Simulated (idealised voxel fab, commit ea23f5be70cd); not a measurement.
process module | voxel wiring stack
cross-section cut | 245 nm wide | cells 5 nm
A cross-section is a grid of square cells, given in bands from the top down. A band is one or more rows of cells.
Each band's line starts with the height of the band's top and of its bottom, in nm. Then come its materials from left to right, each with its width in nm. One material with "throughout" fills the band from edge to edge. "air" is empty space.
Height 0 is the level under which the wafer as received is all one material. The lowest band goes on downwards, as in "0 down".
A width such as "30 to 40" changes by the same amount from each row of cells to the next, from the band's top row to its bottom row.
"no change" after a step means that no cell of the cross-section changed.
closed voids: empty space of 8 cells or more with no open way to the top, each as width x height at its distance from the left edge, in nm
after a step's settings: what the simulator itself notes on the step
overlay nm, on a step with a mask: how far to the right of its planned place the mask lay; to the left if negative
plan
1 op RECEIVE | material Si
2 op CONFORMAL_DEP | material SiO2 | thk nm 10
3 op CONFORMAL_DEP | material SiN | thk nm 5
4 op DIRECTIONAL_DEP | material SiO2 | thk nm 20
5 op DIRECTIONAL_DEP | material aC | thk nm 10
6 op PATTERN | tone open | mask id METAL_1 | material resist | width nm 30 | pitch nm 55 | thk nm 25 | overlay nm 0
7 op DIRECTIONAL_ETCH | etch materials aC | depth nm 10
8 op STRIP | etch materials resist
9 op DIRECTIONAL_ETCH | etch materials SiO2 | depth nm 20
10 op DIRECTIONAL_ETCH | etch materials SiN | depth nm 5
11 op STRIP | etch materials aC
12 op CONFORMAL_DEP | material TiN | thk nm 5
13 op FILL_DEP | material Ru | thk nm 5
14 op CMP | height nm 35
15 op CONFORMAL_DEP | material SiCN | thk nm 5
16 op DIRECTIONAL_DEP | material SiO2 | thk nm 10
17 op PATTERN | tone open | mask id PLUG_1 | material resist | width nm 15 | pitch nm 55 | thk nm 15 | overlay nm 0
18 op DIRECTIONAL_ETCH | etch materials SiO2 | depth nm 10
19 op DIRECTIONAL_ETCH | etch materials SiCN | depth nm 5
20 op STRIP | etch materials resist
21 op EPI | material Ru | thk nm 10
22 op EPI | material Ru | thk nm 5
23 op DIRECTIONAL_DEP | material TiN | thk nm 5
24 op DIRECTIONAL_DEP | material W | thk nm 25
25 op MASKED_ETCH | tone cover | mask id METAL_2 | width nm 30 | pitch nm 55 | etch materials W | depth nm 25 | overlay nm 0
26 op MASKED_ETCH | tone cover | mask id METAL_2 | width nm 30 | pitch nm 55 | etch materials TiN | depth nm 5 | overlay nm 0
27 op CONFORMAL_DEP | material SiN | thk nm 5
28 op FILL_DEP | material lowk | thk nm 5
29 op CMP | height nm 80
30 op CONFORMAL_DEP | material SiCN | thk nm 5
31 op DIRECTIONAL_DEP | material SiO2 | thk nm 10
32 op MASKED_ETCH | tone open | mask id PLUG_2 | width nm 15 | pitch nm 55 | etch materials SiO2 | depth nm 10 | overlay nm 0
33 op MASKED_ETCH | tone open | mask id PLUG_2 | width nm 15 | pitch nm 55 | etch materials SiCN | depth nm 5 | overlay nm 0
34 op EPI | material Ru | thk nm 10
35 op EPI | material Ru | thk nm 5
36 op CONFORMAL_DEP | material SiCN | thk nm 5
37 op DIRECTIONAL_DEP | material lowk | thk nm 25
38 op MASKED_ETCH | tone open | mask id METAL_3 | width nm 30 | pitch nm 55 | etch materials lowk | depth nm 25 | overlay nm 0
39 op MASKED_ETCH | tone open | mask id METAL_3 | width nm 30 | pitch nm 55 | etch materials SiCN | depth nm 5 | overlay nm 0
40 op CONFORMAL_DEP | material TiN | thk nm 5
41 op FILL_DEP | material W | thk nm 10
42 op CMP | height nm 125
43 op CONFORMAL_DEP | material SiCN | thk nm 5
first wafer, as planned
as received, after step 1
  0 down: Si throughout
  closed voids: none
after step 2
  10 to 0: SiO2 throughout
  below 0: unchanged
after step 3
  15 to 10: SiN throughout
  below 10: unchanged
after step 4
  35 to 15: SiO2 throughout
  below 15: unchanged
after step 5
  45 to 35: aC throughout
  below 35: unchanged
after step 6
  70 to 45: resist 80 | air 30 | resist 25 | air 30 | resist 80
  below 45: unchanged
after step 7
  60 to 45: resist 80 | air 30 | resist 25 | air 30 | resist 80
  45 to 35: aC 80 | air 30 | aC 25 | air 30 | aC 80
  below 35: unchanged
after step 8
  45 to 35: aC 80 | air 30 | aC 25 | air 30 | aC 80
  below 35: unchanged
after step 9
  45 to 35: aC 80 | air 30 | aC 25 | air 30 | aC 80
  35 to 15: SiO2 80 | air 30 | SiO2 25 | air 30 | SiO2 80
  below 15: unchanged
after step 10
  45 to 35: aC 80 | air 30 | aC 25 | air 30 | aC 80
  35 to 15: SiO2 80 | air 30 | SiO2 25 | air 30 | SiO2 80
  15 to 10: SiN 80 | air 30 | SiN 25 | air 30 | SiN 80
  below 10: unchanged
after step 11
  35 to 15: SiO2 80 | air 30 | SiO2 25 | air 30 | SiO2 80
  below 15: unchanged
after step 12
  40 to 35: TiN 85 | air 20 | TiN 35 | air 20 | TiN 85
  35 to 15: SiO2 80 | TiN 5 | air 20 | TiN 5 | SiO2 25 | TiN 5 | air 20 | TiN 5 | SiO2 80
  15 to 10: SiN 80 | TiN 30 | SiN 25 | TiN 30 | SiN 80
  below 10: unchanged
after step 13
  45 to 40: Ru throughout
  40 to 35: TiN 85 | Ru 20 | TiN 35 | Ru 20 | TiN 85
  35 to 15: SiO2 80 | TiN 5 | Ru 20 | TiN 5 | SiO2 25 | TiN 5 | Ru 20 | TiN 5 | SiO2 80
  below 15: unchanged
after step 14
  35 to 15: SiO2 80 | TiN 5 | Ru 20 | TiN 5 | SiO2 25 | TiN 5 | Ru 20 | TiN 5 | SiO2 80
  below 15: unchanged
after step 15
  40 to 35: SiCN throughout
  below 35: unchanged
after step 16
  50 to 40: SiO2 throughout
  below 40: unchanged
after step 17
  65 to 50: resist 80 | air 15 | resist 40 | air 15 | resist 95
  below 50: unchanged
after step 18
  65 to 50: resist 80 | air 15 | resist 40 | air 15 | resist 95
  50 to 40: SiO2 80 | air 15 | SiO2 40 | air 15 | SiO2 95
  below 40: unchanged
after step 19
  65 to 50: resist 80 | air 15 | resist 40 | air 15 | resist 95
  50 to 40: SiO2 80 | air 15 | SiO2 40 | air 15 | SiO2 95
  40 to 35: SiCN 80 | air 15 | SiCN 40 | air 15 | SiCN 95
  below 35: unchanged
after step 20
  50 to 40: SiO2 80 | air 15 | SiO2 40 | air 15 | SiO2 95
  below 40: unchanged
after step 21
  50 to 45: SiO2 80 | air 15 | SiO2 40 | air 15 | SiO2 95
  45 to 40: SiO2 80 | Ru 15 | SiO2 40 | Ru 15 | SiO2 95
  40 to 35: SiCN 80 | Ru 15 | SiCN 40 | Ru 15 | SiCN 95
  below 35: unchanged
after step 22
  50 to 40: SiO2 80 | Ru 15 | SiO2 40 | Ru 15 | SiO2 95
  below 40: unchanged
after step 23
  55 to 50: TiN throughout
  below 50: unchanged
after step 24
  80 to 55: W throughout
  below 55: unchanged
after step 25
  80 to 55: air 80 | W 30 | air 25 | W 30 | air 80
  below 55: unchanged
after step 26
  80 to 55: air 80 | W 30 | air 25 | W 30 | air 80
  55 to 50: air 80 | TiN 30 | air 25 | TiN 30 | air 80
  below 50: unchanged
after step 27
  85 to 80: air 75 | SiN 40 | air 15 | SiN 40 | air 75
  80 to 55: air 75 | SiN 5 | W 30 | SiN 5 | air 15 | SiN 5 | W 30 | SiN 5 | air 75
  55 to 50: SiN 80 | TiN 30 | SiN 25 | TiN 30 | SiN 80
  below 50: unchanged
after step 28
  90 to 85: lowk throughout
  85 to 80: lowk 75 | SiN 40 | lowk 15 | SiN 40 | lowk 75
  80 to 55: lowk 75 | SiN 5 | W 30 | SiN 5 | lowk 15 | SiN 5 | W 30 | SiN 5 | lowk 75
  below 55: unchanged
after step 29
  80 to 55: lowk 75 | SiN 5 | W 30 | SiN 5 | lowk 15 | SiN 5 | W 30 | SiN 5 | lowk 75
  below 55: unchanged
after step 30
  85 to 80: SiCN throughout
  below 80: unchanged
after step 31
  95 to 85: SiO2 throughout
  below 85: unchanged
after step 32
  95 to 85: SiO2 80 | air 15 | SiO2 40 | air 15 | SiO2 95
  below 85: unchanged
after step 33
  95 to 85: SiO2 80 | air 15 | SiO2 40 | air 15 | SiO2 95
  85 to 80: SiCN 80 | air 15 | SiCN 40 | air 15 | SiCN 95
  below 80: unchanged
after step 34
  95 to 90: SiO2 80 | air 15 | SiO2 40 | air 15 | SiO2 95
  90 to 85: SiO2 80 | Ru 15 | SiO2 40 | Ru 15 | SiO2 95
  85 to 80: SiCN 80 | Ru 15 | SiCN 40 | Ru 15 | SiCN 95
  below 80: unchanged
after step 35
  95 to 85: SiO2 80 | Ru 15 | SiO2 40 | Ru 15 | SiO2 95
  below 85: unchanged
after step 36
  100 to 95: SiCN throughout
  below 95: unchanged
after step 37
  125 to 100: lowk throughout
  below 100: unchanged
after step 38
  125 to 100: lowk 80 | air 30 | lowk 25 | air 30 | lowk 80
  below 100: unchanged
after step 39
  125 to 100: lowk 80 | air 30 | lowk 25 | air 30 | lowk 80
  100 to 95: SiCN 80 | air 30 | SiCN 25 | air 30 | SiCN 80
  below 95: unchanged
after step 40
  130 to 125: TiN 85 | air 20 | TiN 35 | air 20 | TiN 85
  125 to 100: lowk 80 | TiN 5 | air 20 | TiN 5 | lowk 25 | TiN 5 | air 20 | TiN 5 | lowk 80
  100 to 95: SiCN 80 | TiN 30 | SiCN 25 | TiN 30 | SiCN 80
  below 95: unchanged
after step 41
  140 to 130: W throughout
  130 to 125: TiN 85 | W 20 | TiN 35 | W 20 | TiN 85
  125 to 100: lowk 80 | TiN 5 | W 20 | TiN 5 | lowk 25 | TiN 5 | W 20 | TiN 5 | lowk 80
  below 100: unchanged
after step 42
  125 to 100: lowk 80 | TiN 5 | W 20 | TiN 5 | lowk 25 | TiN 5 | W 20 | TiN 5 | lowk 80
  below 100: unchanged
after step 43
  130 to 125: SiCN throughout
  below 125: unchanged
second wafer: like start, like plan, one mistake. Through step 31 it matches the first wafer
when step 32 should have ended
  95 to 85: SiO2 70 | air 15 | SiO2 40 | air 15 | SiO2 105
  below 85: unchanged
when step 33 should have ended
  95 to 85: SiO2 70 | air 15 | SiO2 40 | air 15 | SiO2 105
  85 to 80: SiCN 80 | air 5 | SiCN 50 | air 5 | SiCN 105
  below 80: unchanged
when step 34 should have ended
  95 to 90: SiO2 70 | air 15 | SiO2 40 | air 15 | SiO2 105
  90 to 85: SiO2 70 | air 5 | Ru 10 | SiO2 40 | air 5 | Ru 10 | SiO2 105
  85 to 80: SiCN 80 | Ru 5 | SiCN 50 | Ru 5 | SiCN 105
  below 80: unchanged
when step 35 should have ended
  95 to 85: SiO2 70 | Ru 15 | SiO2 40 | Ru 15 | SiO2 105
  below 85: unchanged
when step 36 should have ended
  100 to 95: SiCN throughout
  below 95: unchanged
when step 37 should have ended
  125 to 100: lowk throughout
  below 100: unchanged
when step 38 should have ended
  125 to 100: lowk 80 | air 30 | lowk 25 | air 30 | lowk 80
  below 100: unchanged
when step 39 should have ended
  125 to 100: lowk 80 | air 30 | lowk 25 | air 30 | lowk 80
  100 to 95: SiCN 80 | air 30 | SiCN 25 | air 30 | SiCN 80
  below 95: unchanged
when step 40 should have ended
  130 to 125: TiN 85 | air 20 | TiN 35 | air 20 | TiN 85
  125 to 100: lowk 80 | TiN 5 | air 20 | TiN 5 | lowk 25 | TiN 5 | air 20 | TiN 5 | lowk 80
  100 to 95: SiCN 80 | TiN 30 | SiCN 25 | TiN 30 | SiCN 80
  below 95: unchanged
when step 41 should have ended
  140 to 130: W throughout
  130 to 125: TiN 85 | W 20 | TiN 35 | W 20 | TiN 85
  125 to 100: lowk 80 | TiN 5 | W 20 | TiN 5 | lowk 25 | TiN 5 | W 20 | TiN 5 | lowk 80
  below 100: unchanged
when step 42 should have ended
  125 to 100: lowk 80 | TiN 5 | W 20 | TiN 5 | lowk 25 | TiN 5 | W 20 | TiN 5 | lowk 80
  below 100: unchanged
when step 43 should have ended
  130 to 125: SiCN throughout
  below 125: unchanged
what went wrong: step 32 ran as: op MASKED_ETCH | tone open | mask id PLUG_2 | width nm 15 | pitch nm 55 | etch materials SiO2 | depth nm 10 | overlay nm -10
at the end the second wafer has, in cells: 4 fewer of Ru | 4 more of SiCN
